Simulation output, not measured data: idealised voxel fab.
This is a process module. Its name is voxel gate over fins.
This is section cut - it's 245 nm across, gridded in 5 nm square cells.
Cross-sections here: square-cell grids, written as top-down lists of bands, a band being one or more rows of cells.
Heads up on the band format: heights come first, top then bottom, in nm. After that it's the materials left to right, each with its width in nm. A single material flagged "everywhere" fills the whole band edge to edge, and "empty" means there's empty space there.
It should be noted that heights are counted from 0, beneath which the wafer as supplied is of one material throughout, and that the lowest band possesses no lower boundary but continues downward, as written in "0 nm and below".
A width such as "30..40" changes by the same amount from each row of cells to the next, from the band's top row to its bottom row.
No cell of the cross-section changed in a step that is given as "nothing changed".
Reported under the label "Completely enclosed voids" are the empty spaces having no open way to the top and comprising 8 cells or more; the notation for each is width x height at distance, in which the distance is measured from the left edge and all three values are in nm.
Formally, on a step line, whatever follows the settings is a remark that the simulator itself makes on the step.
overlay nm: where the mask lay relative to plan, measured to the right, on steps with a mask; negatives go left.

INTENDED PROCESS STEPS
1: RECEIVE with material Si
2: CONFORMAL_DEP with material SiN, thk nm 5
3: MASKED_ETCH with tone cover, mask id FINS, width nm 15, pitch nm 35, etch materials SiN, depth nm 5, overlay nm 0
4: MASKED_ETCH with tone cover, mask id FINS, width nm 15, pitch nm 35, etch materials Si, depth nm 30, overlay nm 0
5: OXIDIZE with depth nm 5
6: FILL_DEP with material SiO2, thk nm 15
7: CMP with height nm 5
8: SELECTIVE_ETCH with etch materials SiO2, depth nm 15
9: STRIP with etch materials SiN
10: CONFORMAL_DEP with material HfO2, thk nm 5
11: CONFORMAL_DEP with material TiN, thk nm 5
12: FILL_DEP with material W, thk nm 15
13: CMP with height nm 20
14: CONFORMAL_DEP with material SiCN, thk nm 10

INCOMING WAFER IN CROSS-SECTION (STATE: AFTER STEP 1)
> 0 nm and below: Si everywhere
> Completely enclosed voids: none

THE PLAN ABOVE WAS CARRIED OUT ON THE STARTING STRUCTURE ABOVE WITH ONE MISTAKE, AND THIS CROSS-SECTION SHOWS THE WAFER AT THE END OF THE MODULE
> 30 nm to 20 nm: SiCN everywhere
> 20 nm to 5 nm: W everywhere
> 5 nm to 0 nm: W (75) | TiN (25) | W (10) | TiN (25) | W (10) | TiN (25) | W (75)
> 0 nm to -5 nm: TiN (80) | HfO2 (15) | TiN (20) | HfO2 (15) | TiN (20) | HfO2 (15) | TiN (80)
> -5 nm to -10 nm: HfO2 (85) | Si (5) | HfO2 (30) | Si (5) | HfO2 (30) | Si (5) | HfO2 (85)
> -10 nm to -35 nm: SiO2 (85) | Si (5) | SiO2 (30) | Si (5) | SiO2 (30) | Si (5) | SiO2 (85)
> -35 nm and below: Si everywhere
> Completely enclosed voids: none
Heads up, the wafer didn't run the way we planned it: the run left out plan step 2 entirely, so it was never executed
